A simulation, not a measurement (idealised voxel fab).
You're looking at the process module voxel transistor to metal.
Pictured: cross-section cut, 185 nm wide, on a grid of 5 nm square cells.
If you're reading a cross-section in this doc, picture square cells in a grid; it comes to you as bands, top ones listed first down to the bottom, and a band can be one or more rows of cells.
Per band: top height and bottom height in nm, followed by the left-to-right materials and their widths in nm; "throughout" marks a single material spanning edge to edge, "air" marks empty space.
Height 0 is the level under which the wafer as received is all one material. The lowest band goes on downwards, as in "0..down".
When a width is written as two numbers, as in "30..40", the first number is the width in the top row of cells of the band and the second is the width in its bottom row, and the width changes by the same amount from each row to the next.
No cell of the cross-section changed in a step that is given as "changes: none".
Each empty space that has no open way to the top and spans at least 8 cells appears under "Enclosed voids" as width x height at distance, the distance counted from the left edge, all in nm.
On a step's line, text after the settings is the simulator commenting on that step.
On any step carrying a mask, the "overlay nm" setting, if present on the step's line, tells how far right of its planned place the mask lay; negative values point to the left.

Listed below are the process steps as planned
- 1: RECEIVE | material Si
- 2: CONFORMAL_DEP | material SiO2 | thk nm 5
- 3: CONFORMAL_DEP | material SiN | thk nm 15
- 4: PATTERN | tone cover | mask id ACTIVE | material resist | width nm 105 | thk nm 20 | overlay nm 0
- 5: DIRECTIONAL_ETCH | etch materials SiN | depth nm 15
- 6: DIRECTIONAL_ETCH | etch materials SiO2 | depth nm 5
- 7: DIRECTIONAL_ETCH | etch materials Si | depth nm 30
- 8: STRIP | etch materials resist
- 9: FILL_DEP | material SiO2 | thk nm 5
- 10: CMP | height nm 20
- 11: SELECTIVE_ETCH | etch materials SiO2 | depth nm 5
- 12: STRIP | etch materials SiN
- 13: SELECTIVE_ETCH | etch materials SiO2 | depth nm 5
- 14: OXIDIZE | depth nm 5
- 15: DIRECTIONAL_DEP | material polySi | thk nm 30
- 16: DIRECTIONAL_DEP | material SiCN | thk nm 10
- 17: PATTERN | tone cover | mask id GATE | material resist | width nm 25 | thk nm 20 | overlay nm 0
- 18: DIRECTIONAL_ETCH | etch materials SiCN | depth nm 20
- 19: DIRECTIONAL_ETCH | etch materials polySi | depth nm 40
- 20: STRIP | etch materials resist
- 21: CONFORMAL_DEP | material SiN | thk nm 10
- 22: DIRECTIONAL_ETCH | etch materials SiN | depth nm 10
- 23: DIRECTIONAL_ETCH | etch materials SiO2 | depth nm 5
- 24: DIRECTIONAL_ETCH | etch materials Si | depth nm 10
- 25: EPI | material nSi | thk nm 10
- 26: FILL_DEP | material SiO2 | thk nm 10
- 27: CMP | height nm 40
- 28: DIRECTIONAL_DEP | material SiO2 | thk nm 15
- 29: PATTERN | tone open | mask id CONTACT | material resist | width nm 20 | pitch nm 75 | thk nm 15 | overlay nm 0
- 30: DIRECTIONAL_ETCH | etch materials SiO2 | depth nm 60
- 31: STRIP | etch materials resist
- 32: CONFORMAL_DEP | material TiN | thk nm 5
- 33: FILL_DEP | material Ru | thk nm 5
- 34: CMP | height nm 55
- 35: DIRECTIONAL_DEP | material TiN | thk nm 5
- 36: DIRECTIONAL_DEP | material W | thk nm 20
- 37: MASKED_ETCH | tone cover | mask id METAL_1 | width nm 20 | pitch nm 75 | etch materials W | depth nm 20 | overlay nm 0
- 38: MASKED_ETCH | tone cover | mask id METAL_1 | width nm 20 | pitch nm 75 | etch materials TiN | depth nm 5 | overlay nm 0
- 39: CONFORMAL_DEP | material SiCN | thk nm 5
- 40: FILL_DEP | material SiO2 | thk nm 5
- 41: CMP | height nm 80
- 42: CONFORMAL_DEP | material SiCN | thk nm 5

First wafer of two (run as planned)

Incoming wafer, cross-sectional view, post step 1
	0..down  Si throughout
	Enclosed voids: none

How the wafer stands in section after step 2
	5..0  SiO2 throughout
	Whatever lies below 0 is exactly as it was before.

How the wafer stands in section after step 3
	20..5  SiN throughout
	Whatever lies below 5 is exactly as it was before.

How the wafer stands in section after step 4
	40..20  air 40, resist 105, air 40
	Whatever lies below 20 is exactly as it was before.

How the wafer stands in section after step 5
	40..20  air 40, resist 105, air 40
	20..5  air 40, SiN 105, air 40
	Whatever lies below 5 is exactly as it was before.

How the wafer stands in section after step 6
	40..20  air 40, resist 105, air 40
	20..5  air 40, SiN 105, air 40
	5..0  air 40, SiO2 105, air 40
	Whatever lies below 0 is exactly as it was before.

How the wafer stands in section after step 7
	40..20  air 40, resist 105, air 40
	20..5  air 40, SiN 105, air 40
	5..0  air 40, SiO2 105, air 40
	0..-30  air 40, Si 105, air 40
	Whatever lies below -30 is exactly as it was before.

How the wafer stands in section after step 8
	20..5  air 40, SiN 105, air 40
	Whatever lies below 5 is exactly as it was before.

How the wafer stands in section after step 9
	25..20  SiO2 throughout
	20..5  SiO2 40, SiN 105, SiO2 40
	5..0  SiO2 throughout
	0..-30  SiO2 40, Si 105, SiO2 40
	Whatever lies below -30 is exactly as it was before.

How the wafer stands in section after step 10
	20..5  SiO2 40, SiN 105, SiO2 40
	Whatever lies below 5 is exactly as it was before.

How the wafer stands in section after step 11
	20..15  air 40, SiN 105, air 40
	Whatever lies below 15 is exactly as it was before.

How the wafer stands in section after step 12
	15..5  SiO2 40, air 105, SiO2 40
	Whatever lies below 5 is exactly as it was before.

How the wafer stands in section after step 13
	10..0  SiO2 35, air 115, SiO2 35
	Whatever lies below 0 is exactly as it was before.

How the wafer stands in section after step 14
	10..0  SiO2 35, air 115, SiO2 35
	0..-5  SiO2 throughout
	Whatever lies below -5 is exactly as it was before.

How the wafer stands in section after step 15
	40..30  polySi 35, air 115, polySi 35
	30..10  polySi throughout
	10..0  SiO2 35, polySi 115, SiO2 35
	Whatever lies below 0 is exactly as it was before.

How the wafer stands in section after step 16
	50..40  SiCN 35, air 115, SiCN 35
	40..30  polySi 35, SiCN 115, polySi 35
	Whatever lies below 30 is exactly as it was before.

How the wafer stands in section after step 17
	70..50  air 80, resist 25, air 80
	50..40  SiCN 35, air 45, resist 25, air 45, SiCN 35
	Whatever lies below 40 is exactly as it was before.

How the wafer stands in section after step 18
	70..40  air 80, resist 25, air 80
	40..30  polySi 35, air 45, SiCN 25, air 45, polySi 35
	Whatever lies below 30 is exactly as it was before.

How the wafer stands in section after step 19
	70..40  air 80, resist 25, air 80
	40..30  air 80, SiCN 25, air 80
	30..10  air 80, polySi 25, air 80
	10..0  SiO2 35, air 45, polySi 25, air 45, SiO2 35
	Whatever lies below 0 is exactly as it was before.

How the wafer stands in section after step 20
	40..30  air 80, SiCN 25, air 80
	Whatever lies below 30 is exactly as it was before.

How the wafer stands in section after step 21
	50..40  air 70, SiN 45, air 70
	40..30  air 70, SiN 10, SiCN 25, SiN 10, air 70
	30..20  air 70, SiN 10, polySi 25, SiN 10, air 70
	20..10  SiN 45, air 25, SiN 10, polySi 25, SiN 10, air 25, SiN 45
	10..0  SiO2 35, SiN 45, polySi 25, SiN 45, SiO2 35
	Whatever lies below 0 is exactly as it was before.

How the wafer stands in section after step 22
	40..30  air 70, SiN 10, SiCN 25, SiN 10, air 70
	30..10  air 70, SiN 10, polySi 25, SiN 10, air 70
	10..0  SiO2 35, SiN 10, air 25, SiN 10, polySi 25, SiN 10, air 25, SiN 10, SiO2 35
	Whatever lies below 0 is exactly as it was before.

How the wafer stands in section after step 23
	40..30  air 70, SiN 10, SiCN 25, SiN 10, air 70
	30..10  air 70, SiN 10, polySi 25, SiN 10, air 70
	10..5  air 35, SiN 10, air 25, SiN 10, polySi 25, SiN 10, air 25, SiN 10, air 35
	5..0  SiO2 35, SiN 10, air 25, SiN 10, polySi 25, SiN 10, air 25, SiN 10, SiO2 35
	0..-5  SiO2 45, air 25, SiO2 45, air 25, SiO2 45
	Whatever lies below -5 is exactly as it was before.

How the wafer stands in section after step 24
	40..30  air 70, SiN 10, SiCN 25, SiN 10, air 70
	30..10  air 70, SiN 10, polySi 25, SiN 10, air 70
	10..5  air 35, SiN 10, air 25, SiN 10, polySi 25, SiN 10, air 25, SiN 10, air 35
	5..0  SiO2 35, SiN 10, air 25, SiN 10, polySi 25, SiN 10, air 25, SiN 10, SiO2 35
	0..-5  SiO2 45, air 25, SiO2 45, air 25, SiO2 45
	-5..-15  SiO2 40, Si 5, air 25, Si 45, air 25, Si 5, SiO2 40
	Whatever lies below -15 is exactly as it was before.

How the wafer stands in section after step 25
	40..30  air 70, SiN 10, SiCN 25, SiN 10, air 70
	30..10  air 70, SiN 10, polySi 25, SiN 10, air 70
	10..5  air 35, SiN 10, air 25, SiN 10, polySi 25, SiN 10, air 25, SiN 10, air 35
	5..0  SiO2 35, SiN 10, nSi 10, air 5, nSi 10, SiN 10, polySi 25, SiN 10, nSi 10, air 5, nSi 10, SiN 10, SiO2 35
	0..-5  SiO2 45, nSi 10, air 5, nSi 10, SiO2 45, nSi 10, air 5, nSi 10, SiO2 45
	-5..-15  SiO2 40, Si 5, nSi 25, Si 45, nSi 25, Si 5, SiO2 40
	Whatever lies below -15 is exactly as it was before.

How the wafer stands in section after step 26
	50..40  SiO2 throughout
	40..30  SiO2 70, SiN 10, SiCN 25, SiN 10, SiO2 70
	30..10  SiO2 70, SiN 10, polySi 25, SiN 10, SiO2 70
	10..5  SiO2 35, SiN 10, SiO2 25, SiN 10, polySi 25, SiN 10, SiO2 25, SiN 10, SiO2 35
	5..0  SiO2 35, SiN 10, nSi 10, SiO2 5, nSi 10, SiN 10, polySi 25, SiN 10, nSi 10, SiO2 5, nSi 10, SiN 10, SiO2 35
	0..-5  SiO2 45, nSi 10, SiO2 5, nSi 10, SiO2 45, nSi 10, SiO2 5, nSi 10, SiO2 45
	Whatever lies below -5 is exactly as it was before.

How the wafer stands in section after step 27
	40..30  SiO2 70, SiN 10, SiCN 25, SiN 10, SiO2 70
	Whatever lies below 30 is exactly as it was before.

How the wafer stands in section after step 28
	55..40  SiO2 throughout
	Whatever lies below 40 is exactly as it was before.

How the wafer stands in section after step 29
	70..55  resist 45, air 20, resist 55, air 20, resist 45
	Whatever lies below 55 is exactly as it was before.

How the wafer stands in section after step 30
	70..55  resist 45, air 20, resist 55, air 20, resist 45
	55..40  SiO2 45, air 20, SiO2 55, air 20, SiO2 45
	40..30  SiO2 45, air 20, SiO2 5, SiN 10, SiCN 25, SiN 10, SiO2 5, air 20, SiO2 45
	30..10  SiO2 45, air 20, SiO2 5, SiN 10, polySi 25, SiN 10, SiO2 5, air 20, SiO2 45
	10..5  SiO2 35, SiN 10, air 20, SiO2 5, SiN 10, polySi 25, SiN 10, SiO2 5, air 20, SiN 10, SiO2 35
	5..0  SiO2 35, SiN 10, nSi 10, air 5, nSi 10, SiN 10, polySi 25, SiN 10, nSi 10, air 5, nSi 10, SiN 10, SiO2 35
	0..-5  SiO2 45, nSi 10, air 5, nSi 10, SiO2 45, nSi 10, air 5, nSi 10, SiO2 45
	Whatever lies below -5 is exactly as it was before.

How the wafer stands in section after step 31
	55..40  SiO2 45, air 20, SiO2 55, air 20, SiO2 45
	Whatever lies below 40 is exactly as it was before.

How the wafer stands in section after step 32
	60..55  TiN 50, air 10, TiN 65, air 10, TiN 50
	55..40  SiO2 45, TiN 5, air 10, TiN 5, SiO2 55, TiN 5, air 10, TiN 5, SiO2 45
	40..30  SiO2 45, TiN 5, air 10, TiN 5, SiO2 5, SiN 10, SiCN 25, SiN 10, SiO2 5, TiN 5, air 10, TiN 5, SiO2 45
	30..10  SiO2 45, TiN 5, air 10, TiN 5, SiO2 5, SiN 10, polySi 25, SiN 10, SiO2 5, TiN 5, air 10, TiN 5, SiO2 45
	10..5  SiO2 35, SiN 10, TiN 20, SiO2 5, SiN 10, polySi 25, SiN 10, SiO2 5, TiN 20, SiN 10, SiO2 35
	5..0  SiO2 35, SiN 10, nSi 10, TiN 5, nSi 10, SiN 10, polySi 25, SiN 10, nSi 10, TiN 5, nSi 10, SiN 10, SiO2 35
	0..-5  SiO2 45, nSi 10, TiN 5, nSi 10, SiO2 45, nSi 10, TiN 5, nSi 10, SiO2 45
	Whatever lies below -5 is exactly as it was before.

How the wafer stands in section after step 33
	65..60  Ru throughout
	60..55  TiN 50, Ru 10, TiN 65, Ru 10, TiN 50
	55..40  SiO2 45, TiN 5, Ru 10, TiN 5, SiO2 55, TiN 5, Ru 10, TiN 5, SiO2 45
	40..30  SiO2 45, TiN 5, Ru 10, TiN 5, SiO2 5, SiN 10, SiCN 25, SiN 10, SiO2 5, TiN 5, Ru 10, TiN 5, SiO2 45
	30..10  SiO2 45, TiN 5, Ru 10, TiN 5, SiO2 5, SiN 10, polySi 25, SiN 10, SiO2 5, TiN 5, Ru 10, TiN 5, SiO2 45
	Whatever lies below 10 is exactly as it was before.

How the wafer stands in section after step 34
	55..40  SiO2 45, TiN 5, Ru 10, TiN 5, SiO2 55, TiN 5, Ru 10, TiN 5, SiO2 45
	Whatever lies below 40 is exactly as it was before.

How the wafer stands in section after step 35
	60..55  TiN throughout
	Whatever lies below 55 is exactly as it was before.

How the wafer stands in section after step 36
	80..60  W throughout
	Whatever lies below 60 is exactly as it was before.

How the wafer stands in section after step 37
	80..60  air 45, W 20, air 55, W 20, air 45
	Whatever lies below 60 is exactly as it was before.

How the wafer stands in section after step 38
	80..60  air 45, W 20, air 55, W 20, air 45
	60..55  air 45, TiN 20, air 55, TiN 20, air 45
	Whatever lies below 55 is exactly as it was before.

How the wafer stands in section after step 39
	85..80  air 40, SiCN 30, air 45, SiCN 30, air 40
	80..60  air 40, SiCN 5, W 20, SiCN 5, air 45, SiCN 5, W 20, SiCN 5, air 40
	60..55  SiCN 45, TiN 20, SiCN 55, TiN 20, SiCN 45
	Whatever lies below 55 is exactly as it was before.

How the wafer stands in section after step 40
	90..85  SiO2 throughout
	85..80  SiO2 40, SiCN 30, SiO2 45, SiCN 30, SiO2 40
	80..60  SiO2 40, SiCN 5, W 20, SiCN 5, SiO2 45, SiCN 5, W 20, SiCN 5, SiO2 40
	Whatever lies below 60 is exactly as it was before.

How the wafer stands in section after step 41
	80..60  SiO2 40, SiCN 5, W 20, SiCN 5, SiO2 45, SiCN 5, W 20, SiCN 5, SiO2 40
	Whatever lies below 60 is exactly as it was before.

How the wafer stands in section after step 42
	85..80  SiCN throughout
	Whatever lies below 80 is exactly as it was before.

Second wafer - shared start and plan with the first - one error in running - same as the first up to step 31 inclusive

Second wafer, cross-section, planned end of step 32
	60..55  polySi 50, air 10, polySi 65, air 10, polySi 50
	55..40  SiO2 45, polySi 5, air 10, polySi 5, SiO2 55, polySi 5, air 10, polySi 5, SiO2 45
	40..30  SiO2 45, polySi 5, air 10, polySi 5, SiO2 5, SiN 10, SiCN 25, SiN 10, SiO2 5, polySi 5, air 10, polySi 5, SiO2 45
	30..10  SiO2 45, polySi 5, air 10, polySi 5, SiO2 5, SiN 10, polySi 25, SiN 10, SiO2 5, polySi 5, air 10, polySi 5, SiO2 45
	10..5  SiO2 35, SiN 10, polySi 20, SiO2 5, SiN 10, polySi 25, SiN 10, SiO2 5, polySi 20, SiN 10, SiO2 35
	5..0  SiO2 35, SiN 10, nSi 10, polySi 5, nSi 10, SiN 10, polySi 25, SiN 10, nSi 10, polySi 5, nSi 10, SiN 10, SiO2 35
	0..-5  SiO2 45, nSi 10, polySi 5, nSi 10, SiO2 45, nSi 10, polySi 5, nSi 10, SiO2 45
	Whatever lies below -5 is exactly as it was before.

Second wafer, cross-section, planned end of step 33
	65..60  Ru throughout
	60..55  polySi 50, Ru 10, polySi 65, Ru 10, polySi 50
	55..40  SiO2 45, polySi 5, Ru 10, polySi 5, SiO2 55, polySi 5, Ru 10, polySi 5, SiO2 45
	40..30  SiO2 45, polySi 5, Ru 10, polySi 5, SiO2 5, SiN 10, SiCN 25, SiN 10, SiO2 5, polySi 5, Ru 10, polySi 5, SiO2 45
	30..10  SiO2 45, polySi 5, Ru 10, polySi 5, SiO2 5, SiN 10, polySi 25, SiN 10, SiO2 5, polySi 5, Ru 10, polySi 5, SiO2 45
	Whatever lies below 10 is exactly as it was before.

Second wafer, cross-section, planned end of step 34
	55..40  SiO2 45, polySi 5, Ru 10, polySi 5, SiO2 55, polySi 5, Ru 10, polySi 5, SiO2 45
	Whatever lies below 40 is exactly as it was before.

Second wafer, cross-section, planned end of step 35
	60..55  TiN throughout
	Whatever lies below 55 is exactly as it was before.

Second wafer, cross-section, planned end of step 36
	80..60  W throughout
	Whatever lies below 60 is exactly as it was before.

Second wafer, cross-section, planned end of step 37
	80..60  air 45, W 20, air 55, W 20, air 45
	Whatever lies below 60 is exactly as it was before.

Second wafer, cross-section, planned end of step 38
	80..60  air 45, W 20, air 55, W 20, air 45
	60..55  air 45, TiN 20, air 55, TiN 20, air 45
	Whatever lies below 55 is exactly as it was before.

Second wafer, cross-section, planned end of step 39
	85..80  air 40, SiCN 30, air 45, SiCN 30, air 40
	80..60  air 40, SiCN 5, W 20, SiCN 5, air 45, SiCN 5, W 20, SiCN 5, air 40
	60..55  SiCN 45, TiN 20, SiCN 55, TiN 20, SiCN 45
	Whatever lies below 55 is exactly as it was before.

Second wafer, cross-section, planned end of step 40
	90..85  SiO2 throughout
	85..80  SiO2 40, SiCN 30, SiO2 45, SiCN 30, SiO2 40
	80..60  SiO2 40, SiCN 5, W 20, SiCN 5, SiO2 45, SiCN 5, W 20, SiCN 5, SiO2 40
	Whatever lies below 60 is exactly as it was before.

Second wafer, cross-section, planned end of step 41
	80..60  SiO2 40, SiCN 5, W 20, SiCN 5, SiO2 45, SiCN 5, W 20, SiCN 5, SiO2 40
	Whatever lies below 60 is exactly as it was before.

Second wafer, cross-section, planned end of step 42
	85..80  SiCN throughout
	Whatever lies below 80 is exactly as it was before.
Here's what went sideways: in deviation from the planned setting, step 32 was conducted as CONFORMAL_DEP | material polySi | thk nm 5
Wrapping up, a cell-based count of both wafers puts the second over or under the first for these materials: 48 fewer of TiN, 48 more of polySi
